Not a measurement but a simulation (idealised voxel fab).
This is a process module. Its name is voxel gate over fins.
It is cross-section cut that appears here, measuring 255 nm in width, its square cells being 5 nm in size.
In this document a cross-section is written as a grid of square cells. It is given as a series of bands, listed from the top down, and a band is one or more rows of cells. The entry gives the band's vertical extent as a top height and a bottom height in nm, then its horizontal make-up as materials from left to right, each with a width in nm. "air" stands for empty space; a single material marked "throughout" fills the band edge to edge. Height is counted from the level 0, under which the received wafer is composed throughout of one material. The lowest of the bands is not closed at the bottom but continues downward, in the notation "top 0, no bottom". Width spec "30->40" -> top row of cells at first value, bottom row at second value, equal per-row change in between. Given "no modification" for a step, no cell of the cross-section differs between before and after that step. Entry "Closed void entries" = empty spaces >= 8 cells with no open way to the top; each as width x height at distance, distance from left edge, all nm. after a step's settings: what the simulator itself notes on the step. The "overlay nm" setting may appear on a step's line; for a step that uses a mask, it gives how far to the right of its planned position the mask lay, and a negative value indicates the left.

This section lists the process steps that were planned
| 1 | RECEIVE: material Si |
| 2 | CONFORMAL_DEP: material SiN, thk nm 5 |
| 3 | MASKED_ETCH: tone cover, mask id FINS, width nm 15, pitch nm 55, etch materials SiN, depth nm 5, overlay nm 0 |
| 4 | MASKED_ETCH: tone cover, mask id FINS, width nm 15, pitch nm 55, etch materials Si, depth nm 40, overlay nm 0 |
| 5 | FILL_DEP: material SiO2, thk nm 5 |
| 6 | CMP: height nm 5 |
| 7 | PATTERN: tone open, mask id RAIL, material resist, width nm 15, thk nm 20, overlay nm 0 |
| 8 | DIRECTIONAL_ETCH: etch materials SiO2, depth nm 40 |
| 9 | STRIP: etch materials resist |
| 10 | CONFORMAL_DEP: material TiN, thk nm 5 |
| 11 | FILL_DEP: material Ru, thk nm 5 |
| 12 | CMP: height nm 5 |
| 13 | SELECTIVE_ETCH: etch materials W Ru TiN, depth nm 25 |
| 14 | FILL_DEP: material SiO2, thk nm 5 |
| 15 | CMP: height nm 5 |
| 16 | SELECTIVE_ETCH: etch materials SiO2, depth nm 15 |
| 17 | STRIP: etch materials SiN |
| 18 | CONFORMAL_DEP: material HfO2, thk nm 5 |
| 19 | CONFORMAL_DEP: material TiN, thk nm 5 |
| 20 | CONFORMAL_DEP: material TiAl, thk nm 5 |
| 21 | CONFORMAL_DEP: material TiN, thk nm 5 |
| 22 | FILL_DEP: material W, thk nm 15 |
| 23 | CMP: height nm 30 |
| 24 | CONFORMAL_DEP: material SiN, thk nm 10 |

Cross-section, incoming material, after step 1
    top 0, no bottom  Si throughout
    Closed void entries: none

Cross-section, first of two wafers, end of module, run as planned
    top 40, bottom 30  SiN throughout
    top 30, bottom 20  W throughout
    top 20, bottom 15  W 15 nm | TiN 220 nm | W 20 nm
    top 15, bottom 10  W 15 nm | TiN 5 nm | TiAl 45 nm | TiN 10 nm | TiAl 45 nm | TiN 10 nm | TiAl 45 nm | TiN 10 nm | TiAl 45 nm | TiN 5 nm | W 20 nm
    top 10, bottom 5  TiN 20 nm | TiAl 5 nm | TiN 35 nm | TiAl 5 nm | TiN 10 nm | TiAl 5 nm | TiN 35 nm | TiAl 5 nm | TiN 10 nm | TiAl 5 nm | TiN 35 nm | TiAl 5 nm | TiN 10 nm | TiAl 5 nm | TiN 35 nm | TiAl 5 nm | TiN 25 nm
    top 5, bottom 0  TiAl 25 nm | TiN 5 nm | HfO2 25 nm | TiN 5 nm | TiAl 20 nm | TiN 5 nm | HfO2 25 nm | TiN 5 nm | TiAl 20 nm | TiN 5 nm | HfO2 25 nm | TiN 5 nm | TiAl 20 nm | TiN 5 nm | HfO2 25 nm | TiN 5 nm | TiAl 30 nm
    top 0, bottom -5  TiN 30 nm | HfO2 5 nm | Si 15 nm | HfO2 5 nm | TiN 30 nm | HfO2 5 nm | Si 15 nm | HfO2 5 nm | TiN 30 nm | HfO2 5 nm | Si 15 nm | HfO2 5 nm | TiN 30 nm | HfO2 5 nm | Si 15 nm | HfO2 5 nm | TiN 35 nm
    top -5, bottom -10  HfO2 35 nm | Si 15 nm | HfO2 40 nm | Si 15 nm | HfO2 40 nm | Si 15 nm | HfO2 40 nm | Si 15 nm | HfO2 40 nm
    top -10, bottom -20  SiO2 35 nm | Si 15 nm | SiO2 40 nm | Si 15 nm | SiO2 40 nm | Si 15 nm | SiO2 40 nm | Si 15 nm | SiO2 40 nm
    top -20, bottom -30  SiO2 35 nm | Si 15 nm | SiO2 10 nm | TiN 5 nm | Ru 5 nm | TiN 5 nm | SiO2 15 nm | Si 15 nm | SiO2 40 nm | Si 15 nm | SiO2 40 nm | Si 15 nm | SiO2 40 nm
    top -30, bottom -35  SiO2 35 nm | Si 15 nm | SiO2 10 nm | TiN 15 nm | SiO2 15 nm | Si 15 nm | SiO2 40 nm | Si 15 nm | SiO2 40 nm | Si 15 nm | SiO2 40 nm
    top -35, bottom -40  SiO2 35 nm | Si 15 nm | SiO2 40 nm | Si 15 nm | SiO2 40 nm | Si 15 nm | SiO2 40 nm | Si 15 nm | SiO2 40 nm
    top -40, no bottom  Si throughout
    Closed void entries: none

Module end: cross-section of wafer two of two. Same start and process plan as the first wafer. One mistake during execution
    top 40, bottom 30  SiN throughout
    top 30, bottom 20  W throughout
    top 20, bottom 15  W 15 nm | TiN 220 nm | W 20 nm
    top 15, bottom 10  W 15 nm | TiN 5 nm | TiAl 45 nm | TiN 10 nm | TiAl 45 nm | TiN 10 nm | TiAl 45 nm | TiN 10 nm | TiAl 45 nm | TiN 5 nm | W 20 nm
    top 10, bottom 5  W 15 nm | TiN 5 nm | TiAl 5 nm | TiN 35 nm | TiAl 5 nm | TiN 10 nm | TiAl 5 nm | TiN 35 nm | TiAl 5 nm | TiN 10 nm | TiAl 5 nm | TiN 35 nm | TiAl 5 nm | TiN 10 nm | TiAl 5 nm | TiN 35 nm | TiAl 5 nm | TiN 5 nm | W 20 nm
    top 5, bottom 0  W 15 nm | TiN 5 nm | TiAl 5 nm | TiN 5 nm | HfO2 25 nm | TiN 5 nm | TiAl 5 nm | TiN 10 nm | TiAl 5 nm | TiN 5 nm | HfO2 25 nm | TiN 5 nm | TiAl 5 nm | TiN 10 nm | TiAl 5 nm | TiN 5 nm | HfO2 25 nm | TiN 5 nm | TiAl 5 nm | TiN 10 nm | TiAl 5 nm | TiN 5 nm | HfO2 25 nm | TiN 5 nm | TiAl 5 nm | TiN 5 nm | W 20 nm
    top 0, bottom -5  W 15 nm | TiN 5 nm | TiAl 5 nm | TiN 5 nm | HfO2 5 nm | Si 15 nm | HfO2 5 nm | TiN 5 nm | TiAl 5 nm | TiN 10 nm | TiAl 5 nm | TiN 5 nm | HfO2 5 nm | Si 15 nm | HfO2 5 nm | TiN 5 nm | TiAl 5 nm | TiN 10 nm | TiAl 5 nm | TiN 5 nm | HfO2 5 nm | Si 15 nm | HfO2 5 nm | TiN 5 nm | TiAl 5 nm | TiN 10 nm | TiAl 5 nm | TiN 5 nm | HfO2 5 nm | Si 15 nm | HfO2 5 nm | TiN 5 nm | TiAl 5 nm | TiN 5 nm | W 20 nm
    top -5, bottom -10  TiN 20 nm | TiAl 5 nm | TiN 5 nm | HfO2 5 nm | Si 15 nm | HfO2 5 nm | TiN 5 nm | TiAl 20 nm | TiN 5 nm | HfO2 5 nm | Si 15 nm | HfO2 5 nm | TiN 5 nm | TiAl 5 nm | TiN 10 nm | TiAl 5 nm | TiN 5 nm | HfO2 5 nm | Si 15 nm | HfO2 5 nm | TiN 5 nm | TiAl 5 nm | TiN 10 nm | TiAl 5 nm | TiN 5 nm | HfO2 5 nm | Si 15 nm | HfO2 5 nm | TiN 5 nm | TiAl 5 nm | TiN 25 nm
    top -10, bottom -15  TiAl 25 nm | TiN 5 nm | HfO2 5 nm | Si 15 nm | HfO2 5 nm | TiN 30 nm | HfO2 5 nm | Si 15 nm | HfO2 5 nm | TiN 5 nm | TiAl 20 nm | TiN 5 nm | HfO2 5 nm | Si 15 nm | HfO2 5 nm | TiN 5 nm | TiAl 20 nm | TiN 5 nm | HfO2 5 nm | Si 15 nm | HfO2 5 nm | TiN 5 nm | TiAl 30 nm
    top -15, bottom -20  TiN 30 nm | HfO2 5 nm | Si 15 nm | HfO2 30 nm | TiN 5 nm | HfO2 5 nm | Si 15 nm | HfO2 5 nm | TiN 30 nm | HfO2 5 nm | Si 15 nm | HfO2 5 nm | TiN 30 nm | HfO2 5 nm | Si 15 nm | HfO2 5 nm | TiN 35 nm
    top -20, bottom -25  HfO2 35 nm | Si 15 nm | HfO2 10 nm | TiN 5 nm | Ru 5 nm | TiN 5 nm | HfO2 15 nm | Si 15 nm | HfO2 40 nm | Si 15 nm | HfO2 40 nm | Si 15 nm | HfO2 40 nm
    top -25, bottom -30  SiO2 35 nm | Si 15 nm | SiO2 10 nm | TiN 5 nm | Ru 5 nm | TiN 5 nm | SiO2 15 nm | Si 15 nm | SiO2 40 nm | Si 15 nm | SiO2 40 nm | Si 15 nm | SiO2 40 nm
    top -30, bottom -35  SiO2 35 nm | Si 15 nm | SiO2 10 nm | TiN 15 nm | SiO2 15 nm | Si 15 nm | SiO2 40 nm | Si 15 nm | SiO2 40 nm | Si 15 nm | SiO2 40 nm
    top -35, bottom -40  SiO2 35 nm | Si 15 nm | SiO2 40 nm | Si 15 nm | SiO2 40 nm | Si 15 nm | SiO2 40 nm | Si 15 nm | SiO2 40 nm
    top -40, no bottom  Si throughout
    Closed void entries: none
Processing error: the plan's step 16 ran twice
Bottom line after processing is that, in cells, the second wafer is up or down on some materials versus the first: 26 more of HfO2, 114 fewer of SiO2, 22 more of TiAl, 45 more of TiN, 21 more of W
